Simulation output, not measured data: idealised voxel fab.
Process module under the name voxel capacitor over wiring
The width of the displayed cross-section, cut, is 160 nm; its cells are square, with a size of 5 nm.
In what follows, cross-sections appear as grids of square cells, described through bands that run from the top down, where every band is one or more rows of cells.
Each band's line starts with the height of the band's top and of its bottom, in nm. Then come its materials from left to right, each with its width in nm. One material with "all across" fills the band from edge to edge. "empty" is empty space.
Heads up on the height convention: 0 is the point under which the incoming wafer is all one material, and the lowest band has no bottom, it just keeps going down, like "0 down".
When a width is written as two numbers, as in "30..40", the first number is the width in the top row of cells of the band and the second is the width in its bottom row, and the width changes by the same amount from each row to the next.
The cross-section has no changed cell in any step marked "remained the same".
For the entry "Internal closed voids", the listed items are empty spaces with no open way to the top whose size is 8 cells or more; each item follows the pattern width x height at distance, where distance is from the left edge and all three are in nm.
Formally, on a step line, whatever follows the settings is a remark that the simulator itself makes on the step.
For masked steps, "overlay nm" on the step line gives how far right of plan the mask actually lay; a minus sign means it lay to the left.
[Set out below are the planned steps of the process]
1) RECEIVE: material Si
2) CONFORMAL_DEP: material SiO2, thk nm 15
3) CONFORMAL_DEP: material SiCN, thk nm 5
4) DIRECTIONAL_DEP: material SiO2, thk nm 20
5) DIRECTIONAL_DEP: material aC, thk nm 15
6) PATTERN: tone open, mask id METAL_1, material resist, width nm 20, pitch nm 70, thk nm 35, overlay nm 0
7) DIRECTIONAL_ETCH: etch materials aC, depth nm 15
8) STRIP: etch materials resist
9) DIRECTIONAL_ETCH: etch materials SiO2, depth nm 20
10) DIRECTIONAL_ETCH: etch materials SiCN, depth nm 5
11) STRIP: etch materials aC
12) CONFORMAL_DEP: material TiN, thk nm 5
13) FILL_DEP: material Cu, thk nm 5
14) CMP: height nm 40
15) EPI: material Ru, thk nm 5
16) FILL_DEP: material SiCN, thk nm 5
17) DIRECTIONAL_DEP: material lowk, thk nm 10
18) PATTERN: tone open, mask id PLUG_1, material resist, width nm 15, thk nm 20, overlay nm 0
19) DIRECTIONAL_ETCH: etch materials lowk, depth nm 10
20) DIRECTIONAL_ETCH: etch materials SiCN, depth nm 5
21) STRIP: etch materials resist
22) CONFORMAL_DEP: material TiN, thk nm 5
23) FILL_DEP: material W, thk nm 5
24) CMP: height nm 60
25) DIRECTIONAL_DEP: material TiN, thk nm 5
26) DIRECTIONAL_DEP: material SiN, thk nm 5
27) DIRECTIONAL_DEP: material TiN, thk nm 10
28) DIRECTIONAL_DEP: material aC, thk nm 15
29) PATTERN: tone cover, mask id UPPER_PLATE, material resist, width nm 55, thk nm 35, overlay nm 0
30) DIRECTIONAL_ETCH: etch materials aC, depth nm 15
31) STRIP: etch materials resist
32) DIRECTIONAL_ETCH: etch materials TiN, depth nm 10
33) DIRECTIONAL_ETCH: etch materials SiN, depth nm 5
34) STRIP: etch materials aC
35) PATTERN: tone cover, mask id LOWER_PLATE, material resist, width nm 65, thk nm 20, overlay nm 0
36) DIRECTIONAL_ETCH: etch materials TiN, depth nm 5
37) STRIP: etch materials resist
38) FILL_DEP: material SiO2, thk nm 15
39) CMP: height nm 90
40) MASKED_ETCH: tone open, mask id PLUG_2, width nm 15, etch materials SiO2, depth nm 10, overlay nm 0
41) CONFORMAL_DEP: material TiN, thk nm 5
42) FILL_DEP: material Cu, thk nm 10
43) CMP: height nm 90
44) CONFORMAL_DEP: material SiN, thk nm 5
[This is the cross-section of the wafer as we received it, i.e. after step 1]
    0 down: Si all across
    Internal closed voids: none
[First of two wafers at the end of the module, shown in cross-section; run carried out as planned]
    95 to 90: SiN all across
    90 to 85: 50 SiO2 / 5 TiN / 5 Cu / 5 TiN / 95 SiO2
    85 to 80: 50 SiO2 / 15 TiN / 95 SiO2
    80 to 70: 40 SiO2 / 55 TiN / 65 SiO2
    70 to 65: 40 SiO2 / 55 SiN / 65 SiO2
    65 to 60: 35 SiO2 / 65 TiN / 60 SiO2
    60 to 50: 40 lowk / 5 TiN / 5 W / 5 TiN / 105 lowk
    50 to 45: 40 SiCN / 15 TiN / 105 SiCN
    45 to 40: 30 SiCN / 30 Ru / 40 SiCN / 30 Ru / 30 SiCN
    40 to 20: 35 SiO2 / 5 TiN / 10 Cu / 5 TiN / 50 SiO2 / 5 TiN / 10 Cu / 5 TiN / 35 SiO2
    20 to 15: 35 SiCN / 20 TiN / 50 SiCN / 20 TiN / 35 SiCN
    15 to 0: SiO2 all across
    0 down: Si all across
    Internal closed voids: none
[So this is wafer number two of the two, cut at the end of the module - it started where the first did and had the same plan, we just got one thing wrong running it]
    95 to 90: SiN all across
    90 to 85: 50 SiO2 / 5 TiN / 5 Cu / 5 TiN / 95 SiO2
    85 to 80: 50 SiO2 / 15 TiN / 95 SiO2
    80 to 70: 35 SiO2 / 55 TiN / 70 SiO2
    70 to 65: 35 SiO2 / 55 SiN / 70 SiO2
    65 to 60: 35 SiO2 / 65 TiN / 60 SiO2
    60 to 50: 40 lowk / 5 TiN / 5 W / 5 TiN / 105 lowk
    50 to 45: 40 SiCN / 15 TiN / 105 SiCN
    45 to 40: 30 SiCN / 30 Ru / 40 SiCN / 30 Ru / 30 SiCN
    40 to 20: 35 SiO2 / 5 TiN / 10 Cu / 5 TiN / 50 SiO2 / 5 TiN / 10 Cu / 5 TiN / 35 SiO2
    20 to 15: 35 SiCN / 20 TiN / 50 SiCN / 20 TiN / 35 SiCN
    15 to 0: SiO2 all across
    0 down: Si all across
    Internal closed voids: none
Misprocessing identified: step 29 was not run as planned; what actually ran was PATTERN: tone cover, mask id UPPER_PLATE, material resist, width nm 55, thk nm 35, overlay nm -5
So at the finish, the second wafer's got exactly as many cells of each material as the first, just not in the same spots.
